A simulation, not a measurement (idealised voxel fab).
Process module, titled voxel gate over fins
Section cut is 240 nm wide and gridded with 5 nm square cells.
Cross-section = grid of square cells, listed top down in bands; band = one or more rows. Each band's line starts with the height of the band's top and of its bottom, in nm. Then come its materials from left to right, each with its width in nm. One material with "full width" fills the band from edge to edge. "blank" is empty space. Below 0: as-received wafer, all one material; heights counted from there. Lowest band: no bottom, goes on down, written "0 down". Width: "30->40" (first number = top row, second number = bottom row, same change from row to row of cells). Reading "nothing got changed" for a step: not a cell of the cross-section changed in it. Each empty space that has no open way to the top and spans at least 8 cells appears under "Enclosed void catalog" as width x height at distance, the distance counted from the left edge, all in nm. Note: text after step settings on the step line = simulator remark on that step. overlay nm: for a step with a mask, the amount by which the mask lay right of where it was planned; a negative amount means left of it.
**plan**
step 1: RECEIVE: material Si
step 2: CONFORMAL_DEP: material SiN, thk nm 5
step 3: DIRECTIONAL_DEP: material aC, thk nm 15
step 4: PATTERN: tone cover, mask id FINS, material resist, width nm 15, pitch nm 50, thk nm 35, overlay nm 0
step 5: DIRECTIONAL_ETCH: etch materials aC, depth nm 15
step 6: STRIP: etch materials resist
step 7: DIRECTIONAL_ETCH: etch materials SiN, depth nm 5
step 8: DIRECTIONAL_ETCH: etch materials Si, depth nm 35
step 9: STRIP: etch materials aC
step 10: OXIDIZE: depth nm 5
step 11: FILL_DEP: material SiO2, thk nm 15
step 12: CMP: height nm 5
step 13: MASKED_ETCH: tone open, mask id RAIL, width nm 15, etch materials SiO2, depth nm 35, overlay nm 0
step 14: CONFORMAL_DEP: material TiN, thk nm 5
step 15: FILL_DEP: material W, thk nm 5
step 16: CMP: height nm 0
step 17: SELECTIVE_ETCH: etch materials W Ru TiN, depth nm 20
step 18: FILL_DEP: material SiO2, thk nm 5
step 19: CMP: height nm 5
step 20: SELECTIVE_ETCH: etch materials SiO2, depth nm 15
step 21: STRIP: etch materials SiN
step 22: CONFORMAL_DEP: material HfO2, thk nm 5
step 23: CONFORMAL_DEP: material TiN, thk nm 5
step 24: CONFORMAL_DEP: material TiAl, thk nm 5
step 25: CONFORMAL_DEP: material TiN, thk nm 5
step 26: FILL_DEP: material W, thk nm 15
step 27: CMP: height nm 30
step 28: CONFORMAL_DEP: material SiCN, thk nm 5
Keep in mind the plan's value for the height nm of step 16 comes from the first wafer; the wafers don't share that setting, but they do share the same starting point.
**This is how the first of several wafers looked in cross-section when it arrived, which is after step 1**
  0 down = Si full width
  Enclosed void catalog: none
**Table: wafers, a row each; end-of-module cell change per material since receipt, gain (+), loss (-); then closed voids**
height nm 0 | +56 HfO2 | -368 Si | +48 SiCN | +270 SiO2 | +56 TiAl | +117 TiN | +157 W | Enclosed void catalog: none
height nm 5 | +56 HfO2 | -368 Si | +48 SiCN | +267 SiO2 | +56 TiAl | +119 TiN | +158 W | Enclosed void catalog: none
height nm 10 | +56 HfO2 | -368 Si | +48 SiCN | +264 SiO2 | +56 TiAl | +121 TiN | +159 W | Enclosed void catalog: none
height nm 15 | +58 HfO2 | -368 Si | +48 SiCN | +264 SiO2 | +54 TiAl | +121 TiN | +159 W | Enclosed void catalog: none
